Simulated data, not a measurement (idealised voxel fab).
process module | voxel wiring stack
cross-section cut | 260 nm wide | cells 5 nm
A cross-section is a grid of square cells, given in bands from the top down. A band is one or more rows of cells.
Each band's line starts with the height of the band's top and of its bottom, in nm. Then come its materials from left to right, each with its width in nm. One material with "throughout" fills the band from edge to edge. "air" is empty space.
Height 0 is the level under which the wafer as received is all one material. The lowest band goes on downwards, as in "0 down".
A width such as "30 to 40" changes by the same amount from each row of cells to the next, from the band's top row to its bottom row.
"no change" after a step means that no cell of the cross-section changed.
closed voids: empty space of 8 cells or more with no open way to the top, each as width x height at its distance from the left edge, in nm
after a step's settings: what the simulator itself notes on the step
overlay nm, on a step with a mask: how far to the right of its planned place the mask lay; to the left if negative
plan
1 op RECEIVE | material Si
2 op CONFORMAL_DEP | material SiO2 | thk nm 10
3 op DIRECTIONAL_DEP | material TiN | thk nm 5
4 op DIRECTIONAL_DEP | material Ru | thk nm 25
5 op MASKED_ETCH | tone cover | mask id METAL_1 | width nm 25 | pitch nm 45 | etch materials Ru | depth nm 25 | overlay nm 0
6 op MASKED_ETCH | tone cover | mask id METAL_1 | width nm 25 | pitch nm 45 | etch materials TiN | depth nm 5 | overlay nm 0
7 op FILL_DEP | material lowk | thk nm 10
8 op CMP | height nm 40
9 op CONFORMAL_DEP | material SiCN | thk nm 5
10 op DIRECTIONAL_DEP | material lowk | thk nm 30
11 op PATTERN | tone open | mask id METAL_2 | material resist | width nm 25 | pitch nm 45 | thk nm 20 | overlay nm 0
12 op DIRECTIONAL_ETCH | etch materials lowk | depth nm 20
13 op STRIP | etch materials resist
14 op PATTERN | tone open | mask id METAL_2_HOLES | material resist | width nm 15 | pitch nm 45 | thk nm 15 | overlay nm 0
15 op DIRECTIONAL_ETCH | etch materials lowk | depth nm 10
16 op DIRECTIONAL_ETCH | etch materials SiCN | depth nm 5
17 op STRIP | etch materials resist
18 op CONFORMAL_DEP | material TiN | thk nm 5
19 op FILL_DEP | material Ru | thk nm 5
20 op CMP | height nm 75
21 op CONFORMAL_DEP | material SiCN | thk nm 5
22 op DIRECTIONAL_DEP | material lowk | thk nm 10
23 op DIRECTIONAL_DEP | material aC | thk nm 10
24 op PATTERN | tone open | mask id PLUG_2 | material resist | width nm 15 | pitch nm 45 | thk nm 30 | overlay nm 0
25 op DIRECTIONAL_ETCH | etch materials aC | depth nm 10
26 op STRIP | etch materials resist
27 op DIRECTIONAL_ETCH | etch materials lowk | depth nm 10
28 op DIRECTIONAL_ETCH | etch materials SiCN | depth nm 5
29 op STRIP | etch materials aC
30 op EPI | material Ru | thk nm 10
31 op EPI | material Ru | thk nm 5
32 op DIRECTIONAL_DEP | material TiN | thk nm 5
33 op DIRECTIONAL_DEP | material W | thk nm 25
34 op PATTERN | tone cover | mask id METAL_3 | material resist | width nm 25 | pitch nm 45 | thk nm 20 | overlay nm 0
35 op DIRECTIONAL_ETCH | etch materials W | depth nm 25
36 op DIRECTIONAL_ETCH | etch materials TiN | depth nm 5
37 op STRIP | etch materials resist
38 op FILL_DEP | material lowk | thk nm 10
39 op CMP | height nm 120
40 op CONFORMAL_DEP | material SiN | thk nm 5
first wafer, as planned
as received, after step 1
  0 down: Si throughout
  closed voids: none
after step 2
  10 to 0: SiO2 throughout
  below 0: unchanged
after step 3
  15 to 10: TiN throughout
  below 10: unchanged
after step 4
  40 to 15: Ru throughout
  below 15: unchanged
after step 5
  40 to 15: air 95 | Ru 25 | air 20 | Ru 25 | air 95
  below 15: unchanged
after step 6
  40 to 15: air 95 | Ru 25 | air 20 | Ru 25 | air 95
  15 to 10: air 95 | TiN 25 | air 20 | TiN 25 | air 95
  below 10: unchanged
after step 7
  50 to 40: lowk throughout
  40 to 15: lowk 95 | Ru 25 | lowk 20 | Ru 25 | lowk 95
  15 to 10: lowk 95 | TiN 25 | lowk 20 | TiN 25 | lowk 95
  below 10: unchanged
after step 8
  40 to 15: lowk 95 | Ru 25 | lowk 20 | Ru 25 | lowk 95
  below 15: unchanged
after step 9
  45 to 40: SiCN throughout
  below 40: unchanged
after step 10
  75 to 45: lowk throughout
  below 45: unchanged
after step 11
  95 to 75: resist 95 | air 25 | resist 20 | air 25 | resist 95
  below 75: unchanged
after step 12
  95 to 75: resist 95 | air 25 | resist 20 | air 25 | resist 95
  75 to 55: lowk 95 | air 25 | lowk 20 | air 25 | lowk 95
  below 55: unchanged
after step 13
  75 to 55: lowk 95 | air 25 | lowk 20 | air 25 | lowk 95
  below 55: unchanged
after step 14
  90 to 75: resist 95 | air 15 | resist 30 | air 15 | resist 105
  75 to 55: lowk 95 | air 15 | resist 10 | lowk 20 | air 15 | resist 10 | lowk 95
  below 55: unchanged
after step 15
  90 to 75: resist 95 | air 15 | resist 30 | air 15 | resist 105
  75 to 55: lowk 95 | air 15 | resist 10 | lowk 20 | air 15 | resist 10 | lowk 95
  55 to 45: lowk 95 | air 15 | lowk 30 | air 15 | lowk 105
  below 45: unchanged
after step 16
  90 to 75: resist 95 | air 15 | resist 30 | air 15 | resist 105
  75 to 55: lowk 95 | air 15 | resist 10 | lowk 20 | air 15 | resist 10 | lowk 95
  55 to 45: lowk 95 | air 15 | lowk 30 | air 15 | lowk 105
  45 to 40: SiCN 95 | air 15 | SiCN 30 | air 15 | SiCN 105
  below 40: unchanged
after step 17
  75 to 55: lowk 95 | air 25 | lowk 20 | air 25 | lowk 95
  below 55: unchanged
after step 18
  80 to 75: TiN 100 | air 15 | TiN 30 | air 15 | TiN 100
  75 to 60: lowk 95 | TiN 5 | air 15 | TiN 5 | lowk 20 | TiN 5 | air 15 | TiN 5 | lowk 95
  60 to 55: lowk 95 | TiN 5 | air 5 | TiN 15 | lowk 20 | TiN 5 | air 5 | TiN 15 | lowk 95
  55 to 45: lowk 95 | TiN 5 | air 5 | TiN 5 | lowk 30 | TiN 5 | air 5 | TiN 5 | lowk 105
  45 to 40: SiCN 95 | TiN 15 | SiCN 30 | TiN 15 | SiCN 105
  below 40: unchanged
after step 19
  85 to 80: Ru throughout
  80 to 75: TiN 100 | Ru 15 | TiN 30 | Ru 15 | TiN 100
  75 to 60: lowk 95 | TiN 5 | Ru 15 | TiN 5 | lowk 20 | TiN 5 | Ru 15 | TiN 5 | lowk 95
  60 to 55: lowk 95 | TiN 5 | Ru 5 | TiN 15 | lowk 20 | TiN 5 | Ru 5 | TiN 15 | lowk 95
  55 to 45: lowk 95 | TiN 5 | Ru 5 | TiN 5 | lowk 30 | TiN 5 | Ru 5 | TiN 5 | lowk 105
  below 45: unchanged
after step 20
  75 to 60: lowk 95 | TiN 5 | Ru 15 | TiN 5 | lowk 20 | TiN 5 | Ru 15 | TiN 5 | lowk 95
  below 60: unchanged
after step 21
  80 to 75: SiCN throughout
  below 75: unchanged
after step 22
  90 to 80: lowk throughout
  below 80: unchanged
after step 23
  100 to 90: aC throughout
  below 90: unchanged
after step 24
  130 to 100: resist 95 | air 15 | resist 30 | air 15 | resist 105
  below 100: unchanged
after step 25
  120 to 100: resist 95 | air 15 | resist 30 | air 15 | resist 105
  100 to 90: aC 95 | air 15 | aC 30 | air 15 | aC 105
  below 90: unchanged
after step 26
  100 to 90: aC 95 | air 15 | aC 30 | air 15 | aC 105
  below 90: unchanged
after step 27
  100 to 90: aC 95 | air 15 | aC 30 | air 15 | aC 105
  90 to 80: lowk 95 | air 15 | lowk 30 | air 15 | lowk 105
  below 80: unchanged
after step 28
  100 to 90: aC 95 | air 15 | aC 30 | air 15 | aC 105
  90 to 80: lowk 95 | air 15 | lowk 30 | air 15 | lowk 105
  80 to 75: SiCN 95 | air 15 | SiCN 30 | air 15 | SiCN 105
  below 75: unchanged
after step 29
  90 to 80: lowk 95 | air 15 | lowk 30 | air 15 | lowk 105
  below 80: unchanged
after step 30
  90 to 85: lowk 95 | air 15 | lowk 30 | air 15 | lowk 105
  85 to 80: lowk 95 | Ru 15 | lowk 30 | Ru 15 | lowk 105
  80 to 75: SiCN 95 | Ru 15 | SiCN 30 | Ru 15 | SiCN 105
  below 75: unchanged
after step 31
  90 to 80: lowk 95 | Ru 15 | lowk 30 | Ru 15 | lowk 105
  below 80: unchanged
after step 32
  95 to 90: TiN throughout
  below 90: unchanged
after step 33
  120 to 95: W throughout
  below 95: unchanged
after step 34
  140 to 120: air 95 | resist 25 | air 20 | resist 25 | air 95
  below 120: unchanged
after step 35
  140 to 120: air 95 | resist 25 | air 20 | resist 25 | air 95
  120 to 95: air 95 | W 25 | air 20 | W 25 | air 95
  below 95: unchanged
after step 36
  140 to 120: air 95 | resist 25 | air 20 | resist 25 | air 95
  120 to 95: air 95 | W 25 | air 20 | W 25 | air 95
  95 to 90: air 95 | TiN 25 | air 20 | TiN 25 | air 95
  below 90: unchanged
after step 37
  120 to 95: air 95 | W 25 | air 20 | W 25 | air 95
  below 95: unchanged
after step 38
  130 to 120: lowk throughout
  120 to 95: lowk 95 | W 25 | lowk 20 | W 25 | lowk 95
  95 to 90: lowk 95 | TiN 25 | lowk 20 | TiN 25 | lowk 95
  below 90: unchanged
after step 39
  120 to 95: lowk 95 | W 25 | lowk 20 | W 25 | lowk 95
  below 95: unchanged
after step 40
  125 to 120: SiN throughout
  below 120: unchanged
second wafer: like start, like plan, one mistake. Through step 30 it matches the first wafer
when step 31 should have ended
  95 to 90: TiN 95 | air 15 | TiN 30 | air 15 | TiN 105
  90 to 85: lowk 95 | TiN 15 | lowk 30 | TiN 15 | lowk 105
  below 85: unchanged
when step 32 should have ended
  100 to 95: Ru 100 | air 5 | Ru 40 | air 5 | Ru 110
  95 to 90: TiN 95 | Ru 15 | TiN 30 | Ru 15 | TiN 105
  below 90: unchanged
when step 33 should have ended
  125 to 120: W 100 | air 5 | W 40 | air 5 | W 110
  120 to 100: W throughout
  100 to 95: Ru 100 | W 5 | Ru 40 | W 5 | Ru 110
  below 95: unchanged
when step 34 should have ended
  145 to 125: air 95 | resist 25 | air 20 | resist 25 | air 95
  125 to 120: W 100 | resist 5 | W 40 | resist 5 | W 110
  below 120: unchanged
when step 35 should have ended
  145 to 125: air 95 | resist 25 | air 20 | resist 25 | air 95
  125 to 120: air 95 | W 5 | resist 5 | W 15 | air 20 | W 5 | resist 5 | W 15 | air 95
  120 to 100: air 95 | W 25 | air 20 | W 25 | air 95
  below 100: unchanged
when step 36 should have ended: no change
when step 37 should have ended
  125 to 120: air 95 | W 5 | air 5 | W 15 | air 20 | W 5 | air 5 | W 15 | air 95
  below 120: unchanged
when step 38 should have ended
  135 to 125: lowk throughout
  125 to 120: lowk 95 | W 5 | lowk 5 | W 15 | lowk 20 | W 5 | lowk 5 | W 15 | lowk 95
  120 to 100: lowk 95 | W 25 | lowk 20 | W 25 | lowk 95
  below 100: unchanged
when step 39 should have ended
  120 to 100: lowk 95 | W 25 | lowk 20 | W 25 | lowk 95
  below 100: unchanged
when step 40 should have ended
  125 to 120: SiN throughout
  below 120: unchanged
what went wrong: steps 31 and 32 were swapped
at the end the second wafer has, in cells: 50 more of Ru | 42 more of TiN | 8 fewer of W | 84 fewer of lowk
